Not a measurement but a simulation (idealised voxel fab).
You're looking at the process module voxel wiring stack.
The figure presents cross-section cut, which has a width of 265 nm and is divided into square cells with an edge length of 5 nm.
When this document writes out a cross-section, it uses a grid of square cells and lists it as bands, beginning at the top and moving down, with a band standing for one or more rows of cells. Band: top height; bottom height; in nm. Then, left to right: material with width in nm, for each material. "edge to edge": a single material spanning edge to edge. "empty": empty space. Where do heights start? At 0: under that level the wafer as delivered is made of one material only. And the lowest band has no floor; it just carries on downward, as in "0..down". A width given as "30 to 40" starts at the first number in the band's top row and ends at the second number in its bottom row, shifting by an equal amount at every step from row to row. Where the words "no change occurred" appear for a step, the cross-section shows no cell changed by that step; every cell remained as before. "Cavities, closed" lists enclosed empty spaces (at least 8 cells, no open path upward to the top), each as width x height at distance from the left edge, in nm. On each step's line, the part that comes after the settings is the simulator's own comment on the step. "overlay nm" denotes, for a step that has a mask, the displacement of the mask to the right of its planned place, with negative values corresponding to the left.

# The planned process steps are enumerated hereunder
1: RECEIVE, material Si
2: CONFORMAL_DEP, material SiO2, thk nm 10
3: CONFORMAL_DEP, material SiN, thk nm 5
4: DIRECTIONAL_DEP, material SiO2, thk nm 15
5: DIRECTIONAL_DEP, material aC, thk nm 10
6: PATTERN, tone open, mask id METAL_1, material resist, width nm 20, pitch nm 45, thk nm 25, overlay nm 0
7: DIRECTIONAL_ETCH, etch materials aC, depth nm 10
8: STRIP, etch materials resist
9: DIRECTIONAL_ETCH, etch materials SiO2, depth nm 15
10: DIRECTIONAL_ETCH, etch materials SiN, depth nm 5
11: STRIP, etch materials aC
12: CONFORMAL_DEP, material TiN, thk nm 5
13: FILL_DEP, material W, thk nm 10
14: CMP, height nm 30
15: CONFORMAL_DEP, material SiCN, thk nm 5
16: DIRECTIONAL_DEP, material SiO2, thk nm 35
17: DIRECTIONAL_DEP, material aC, thk nm 10
18: PATTERN, tone open, mask id METAL_2_HOLES, material resist, width nm 15, pitch nm 90, thk nm 30, overlay nm 0
19: DIRECTIONAL_ETCH, etch materials aC, depth nm 10
20: STRIP, etch materials resist
21: DIRECTIONAL_ETCH, etch materials SiO2, depth nm 35
22: STRIP, etch materials aC
23: MASKED_ETCH, tone open, mask id METAL_2, width nm 20, pitch nm 45, etch materials SiO2, depth nm 20, overlay nm 0
24: MASKED_ETCH, tone open, mask id METAL_2, width nm 20, pitch nm 45, etch materials SiCN, depth nm 5, overlay nm 0
25: CONFORMAL_DEP, material TiN, thk nm 5
26: FILL_DEP, material Cu, thk nm 10
27: CMP, height nm 70
28: CONFORMAL_DEP, material SiCN, thk nm 5
29: DIRECTIONAL_DEP, material lowk, thk nm 25
30: PATTERN, tone open, mask id METAL_3, material resist, width nm 20, pitch nm 45, thk nm 20, overlay nm 0
31: DIRECTIONAL_ETCH, etch materials lowk, depth nm 15
32: STRIP, etch materials resist
33: MASKED_ETCH, tone open, mask id METAL_3_HOLES, width nm 15, pitch nm 45, etch materials lowk, depth nm 10, overlay nm 0
34: MASKED_ETCH, tone open, mask id METAL_3_HOLES, width nm 15, pitch nm 45, etch materials SiCN, depth nm 5, overlay nm 0
35: CONFORMAL_DEP, material TiN, thk nm 5
36: FILL_DEP, material Cu, thk nm 10
37: CMP, height nm 100
38: CONFORMAL_DEP, material SiCN, thk nm 5
39: DIRECTIONAL_DEP, material lowk, thk nm 25
40: MASKED_ETCH, tone open, mask id METAL_4_HOLES, width nm 15, pitch nm 45, etch materials lowk, depth nm 25, overlay nm 0
41: MASKED_ETCH, tone open, mask id METAL_4, width nm 20, pitch nm 45, etch materials lowk, depth nm 15, overlay nm -15
42: MASKED_ETCH, tone open, mask id METAL_4, width nm 20, pitch nm 45, etch materials SiCN, depth nm 5, overlay nm 0
43: CONFORMAL_DEP, material TiN, thk nm 5
44: FILL_DEP, material Ru, thk nm 10
45: CMP, height nm 130
46: CONFORMAL_DEP, material SiCN, thk nm 5
The plan's step 41 overlay nm is the first wafer's value; the wafers differ in this setting and start identical.

# Received condition of the first of several wafers, sectioned: post-step 1
	0..down: Si edge to edge
	Cavities, closed: none

# Module end state after final step 46: cross-section of the first of several wafers
	135..130: SiCN edge to edge
	130..120: 40 nm lowk; 5 nm TiN; 20 nm Ru; 5 nm TiN; 15 nm lowk; 5 nm TiN; 20 nm Ru; 5 nm TiN; 15 nm lowk; 5 nm TiN; 20 nm Ru; 5 nm TiN; 15 nm lowk; 5 nm TiN; 20 nm Ru; 5 nm TiN; 60 nm lowk
	120..115: 40 nm lowk; 20 nm TiN; 5 nm Ru; 5 nm TiN; 15 nm lowk; 20 nm TiN; 5 nm Ru; 5 nm TiN; 15 nm lowk; 20 nm TiN; 5 nm Ru; 5 nm TiN; 15 nm lowk; 20 nm TiN; 5 nm Ru; 5 nm TiN; 60 nm lowk
	115..105: 55 nm lowk; 5 nm TiN; 5 nm Ru; 5 nm TiN; 30 nm lowk; 5 nm TiN; 5 nm Ru; 5 nm TiN; 30 nm lowk; 5 nm TiN; 5 nm Ru; 5 nm TiN; 30 nm lowk; 5 nm TiN; 5 nm Ru; 5 nm TiN; 60 nm lowk
	105..100: 55 nm SiCN; 15 nm TiN; 30 nm SiCN; 15 nm TiN; 30 nm SiCN; 15 nm TiN; 30 nm SiCN; 15 nm TiN; 60 nm SiCN
	100..90: 55 nm lowk; 5 nm TiN; 10 nm Cu; 5 nm TiN; 25 nm lowk; 5 nm TiN; 10 nm Cu; 5 nm TiN; 25 nm lowk; 5 nm TiN; 10 nm Cu; 5 nm TiN; 25 nm lowk; 5 nm TiN; 10 nm Cu; 5 nm TiN; 55 nm lowk
	90..85: 55 nm lowk; 5 nm TiN; 5 nm Cu; 10 nm TiN; 25 nm lowk; 5 nm TiN; 5 nm Cu; 10 nm TiN; 25 nm lowk; 5 nm TiN; 5 nm Cu; 10 nm TiN; 25 nm lowk; 5 nm TiN; 5 nm Cu; 10 nm TiN; 55 nm lowk
	85..75: 55 nm lowk; 5 nm TiN; 5 nm Cu; 5 nm TiN; 30 nm lowk; 5 nm TiN; 5 nm Cu; 5 nm TiN; 30 nm lowk; 5 nm TiN; 5 nm Cu; 5 nm TiN; 30 nm lowk; 5 nm TiN; 5 nm Cu; 5 nm TiN; 60 nm lowk
	75..70: 55 nm SiCN; 15 nm TiN; 30 nm SiCN; 15 nm TiN; 30 nm SiCN; 15 nm TiN; 30 nm SiCN; 15 nm TiN; 60 nm SiCN
	70..55: 55 nm SiO2; 5 nm TiN; 10 nm Cu; 5 nm TiN; 25 nm SiO2; 5 nm TiN; 10 nm Cu; 5 nm TiN; 25 nm SiO2; 5 nm TiN; 10 nm Cu; 5 nm TiN; 25 nm SiO2; 5 nm TiN; 10 nm Cu; 5 nm TiN; 55 nm SiO2
	55..50: 55 nm SiO2; 5 nm TiN; 5 nm Cu; 10 nm TiN; 25 nm SiO2; 20 nm TiN; 25 nm SiO2; 5 nm TiN; 5 nm Cu; 10 nm TiN; 25 nm SiO2; 20 nm TiN; 55 nm SiO2
	50..35: 55 nm SiO2; 5 nm TiN; 5 nm Cu; 5 nm TiN; 75 nm SiO2; 5 nm TiN; 5 nm Cu; 5 nm TiN; 105 nm SiO2
	35..30: 55 nm SiCN; 15 nm TiN; 75 nm SiCN; 15 nm TiN; 105 nm SiCN
	30..15: 55 nm SiO2; 5 nm TiN; 10 nm W; 5 nm TiN; 25 nm SiO2; 5 nm TiN; 10 nm W; 5 nm TiN; 25 nm SiO2; 5 nm TiN; 10 nm W; 5 nm TiN; 25 nm SiO2; 5 nm TiN; 10 nm W; 5 nm TiN; 55 nm SiO2
	15..10: 55 nm SiN; 20 nm TiN; 25 nm SiN; 20 nm TiN; 25 nm SiN; 20 nm TiN; 25 nm SiN; 20 nm TiN; 55 nm SiN
	10..0: SiO2 edge to edge
	0..down: Si edge to edge
	Cavities, closed: none

# A cross-section through the last wafer at the close of the module
	135..130: SiCN edge to edge
	130..120: 55 nm lowk; 5 nm TiN; 25 nm Ru; 5 nm TiN; 10 nm lowk; 5 nm TiN; 25 nm Ru; 5 nm TiN; 10 nm lowk; 5 nm TiN; 25 nm Ru; 5 nm TiN; 10 nm lowk; 5 nm TiN; 25 nm Ru; 5 nm TiN; 40 nm lowk
	120..115: 55 nm lowk; 5 nm TiN; 5 nm Ru; 25 nm TiN; 10 nm lowk; 5 nm TiN; 5 nm Ru; 25 nm TiN; 10 nm lowk; 5 nm TiN; 5 nm Ru; 25 nm TiN; 10 nm lowk; 5 nm TiN; 5 nm Ru; 25 nm TiN; 40 nm lowk
	115..105: 55 nm lowk; 5 nm TiN; 5 nm Ru; 5 nm TiN; 30 nm lowk; 5 nm TiN; 5 nm Ru; 5 nm TiN; 30 nm lowk; 5 nm TiN; 5 nm Ru; 5 nm TiN; 30 nm lowk; 5 nm TiN; 5 nm Ru; 5 nm TiN; 60 nm lowk
	105..100: 55 nm SiCN; 15 nm TiN; 30 nm SiCN; 15 nm TiN; 30 nm SiCN; 15 nm TiN; 30 nm SiCN; 15 nm TiN; 60 nm SiCN
	100..90: 55 nm lowk; 5 nm TiN; 10 nm Cu; 5 nm TiN; 25 nm lowk; 5 nm TiN; 10 nm Cu; 5 nm TiN; 25 nm lowk; 5 nm TiN; 10 nm Cu; 5 nm TiN; 25 nm lowk; 5 nm TiN; 10 nm Cu; 5 nm TiN; 55 nm lowk
	90..85: 55 nm lowk; 5 nm TiN; 5 nm Cu; 10 nm TiN; 25 nm lowk; 5 nm TiN; 5 nm Cu; 10 nm TiN; 25 nm lowk; 5 nm TiN; 5 nm Cu; 10 nm TiN; 25 nm lowk; 5 nm TiN; 5 nm Cu; 10 nm TiN; 55 nm lowk
	85..75: 55 nm lowk; 5 nm TiN; 5 nm Cu; 5 nm TiN; 30 nm lowk; 5 nm TiN; 5 nm Cu; 5 nm TiN; 30 nm lowk; 5 nm TiN; 5 nm Cu; 5 nm TiN; 30 nm lowk; 5 nm TiN; 5 nm Cu; 5 nm TiN; 60 nm lowk
	75..70: 55 nm SiCN; 15 nm TiN; 30 nm SiCN; 15 nm TiN; 30 nm SiCN; 15 nm TiN; 30 nm SiCN; 15 nm TiN; 60 nm SiCN
	70..55: 55 nm SiO2; 5 nm TiN; 10 nm Cu; 5 nm TiN; 25 nm SiO2; 5 nm TiN; 10 nm Cu; 5 nm TiN; 25 nm SiO2; 5 nm TiN; 10 nm Cu; 5 nm TiN; 25 nm SiO2; 5 nm TiN; 10 nm Cu; 5 nm TiN; 55 nm SiO2
	55..50: 55 nm SiO2; 5 nm TiN; 5 nm Cu; 10 nm TiN; 25 nm SiO2; 20 nm TiN; 25 nm SiO2; 5 nm TiN; 5 nm Cu; 10 nm TiN; 25 nm SiO2; 20 nm TiN; 55 nm SiO2
	50..35: 55 nm SiO2; 5 nm TiN; 5 nm Cu; 5 nm TiN; 75 nm SiO2; 5 nm TiN; 5 nm Cu; 5 nm TiN; 105 nm SiO2
	35..30: 55 nm SiCN; 15 nm TiN; 75 nm SiCN; 15 nm TiN; 105 nm SiCN
	30..15: 55 nm SiO2; 5 nm TiN; 10 nm W; 5 nm TiN; 25 nm SiO2; 5 nm TiN; 10 nm W; 5 nm TiN; 25 nm SiO2; 5 nm TiN; 10 nm W; 5 nm TiN; 25 nm SiO2; 5 nm TiN; 10 nm W; 5 nm TiN; 55 nm SiO2
	15..10: 55 nm SiN; 20 nm TiN; 25 nm SiN; 20 nm TiN; 25 nm SiN; 20 nm TiN; 25 nm SiN; 20 nm TiN; 55 nm SiN
	10..0: SiO2 edge to edge
	0..down: Si edge to edge
	Cavities, closed: none

# For your reference, the table is organized with a row per wafer; each row reflects the wafer at the end of the module, indicating for each material the cells gained (+) or lost (-) since receipt, and thereafter its closed voids
overlay nm -15 | +60 Cu | +44 Ru | +182 SiCN | +37 SiN | +506 SiO2 | +216 TiN | +24 W | +362 lowk | Cavities, closed: none
overlay nm -10 | +60 Cu | +36 Ru | +182 SiCN | +37 SiN | +506 SiO2 | +212 TiN | +24 W | +374 lowk | Cavities, closed: none
overlay nm -5 | +60 Cu | +28 Ru | +182 SiCN | +37 SiN | +506 SiO2 | +208 TiN | +24 W | +386 lowk | Cavities, closed: none
overlay nm 0 | +60 Cu | +28 Ru | +182 SiCN | +37 SiN | +506 SiO2 | +208 TiN | +24 W | +386 lowk | Cavities, closed: none
overlay nm 5 | +60 Cu | +36 Ru | +182 SiCN | +37 SiN | +506 SiO2 | +212 TiN | +24 W | +374 lowk | Cavities, closed: none
overlay nm 10 | +60 Cu | +44 Ru | +182 SiCN | +37 SiN | +506 SiO2 | +216 TiN | +24 W | +362 lowk | Cavities, closed: none
overlay nm 15 | +60 Cu | +52 Ru | +182 SiCN | +37 SiN | +506 SiO2 | +220 TiN | +24 W | +350 lowk | Cavities, closed: none
